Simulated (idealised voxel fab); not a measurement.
Module name: voxel plated lines (process module)
Cross-section cut spans 265 nm and uses square cells 5 nm in size.
In this document a cross-section is written as a grid of square cells. It is given as a series of bands, listed from the top down, and a band is one or more rows of cells. Band entry format. Leading values: height of top, height of bottom, nm. Remainder: materials in left-to-right order, each with its width in nm. Special words: "all across" on a single material, which then fills the band edge to edge; "empty", empty space. For the purposes of this specification, 0 denotes the height below which the wafer in its as-received condition is composed wholly of one material, and the lowermost band, lacking a lower limit, extends downward without end, as expressed in "z 0 and below". Quick explanation for "30->40": the width changes in equal steps down the rows of cells, from the first number in the band's top row to the second number in its bottom row. Reading "nothing got changed" for a step: not a cell of the cross-section changed in it. Entry "Completely sealed voids". Content: empty spaces with no open connection to the top, size 8 cells or greater. Each: width x height at distance. Distance: from left edge. Unit: nm. The remark found on a step's line after its settings is issued by the simulator itself and pertains to that step. Regarding "overlay nm": on a step with a mask, it is the distance the mask lay to the right of its planned place; a negative value places it to the left.

-- Steps in the process plan
1) RECEIVE | material Si
2) CONFORMAL_DEP | material SiO2 | thk nm 10
3) DIRECTIONAL_DEP | material TiN | thk nm 5
4) PATTERN | tone open | mask id LINES | material resist | width nm 30 | pitch nm 50 | thk nm 35 | overlay nm 0
5) EPI | material Ru | thk nm 10
6) EPI | material Ru | thk nm 10
7) EPI | material Ru | thk nm 10
8) STRIP | etch materials resist
9) DIRECTIONAL_ETCH | etch materials TiN | depth nm 5
10) CONFORMAL_DEP | material SiCN | thk nm 5

-- As received (post step 1): cross-section
> z 0 and below | Si all across
> Completely sealed voids: none

-- Cross-section, end of module. Start: as above. Plan: as above. Execution: one mistake
> z 60 to 55 | empty: 30 | SiCN: 200 | empty: 35
> z 55 to 45 | empty: 30 | SiCN: 5->10 | Ru: 40->30 | SiCN: 10->20 | Ru: 40->30 | SiCN: 10->20 | Ru: 40->30 | SiCN: 10->20 | Ru: 40->30 | SiCN: 5->10 | empty: 35
> z 45 to 20 | empty: 35 | SiCN: 5 | Ru: 30 | SiCN: 5 | empty: 10 | SiCN: 5 | Ru: 30 | SiCN: 5 | empty: 10 | SiCN: 5 | Ru: 30 | SiCN: 5 | empty: 10 | SiCN: 5 | Ru: 30 | SiCN: 5 | empty: 40
> z 20 to 15 | empty: 30 | SiCN: 10 | Ru: 30 | SiCN: 20 | Ru: 30 | SiCN: 20 | Ru: 30 | SiCN: 20 | Ru: 30 | SiCN: 10 | empty: 35
> z 15 to 10 | SiCN: 35 | TiN: 40 | SiCN: 10 | TiN: 40 | SiCN: 10 | TiN: 40 | SiCN: 10 | TiN: 40 | SiCN: 40
> z 10 to 0 | SiO2 all across
> z 0 and below | Si all across
> Completely sealed voids: 10 x 25 at 75; 10 x 25 at 125; 10 x 25 at 175
Which mistake was made when the wafer was run? one of 5, 6 and 7 got run twice; they're all identical, so no saying which
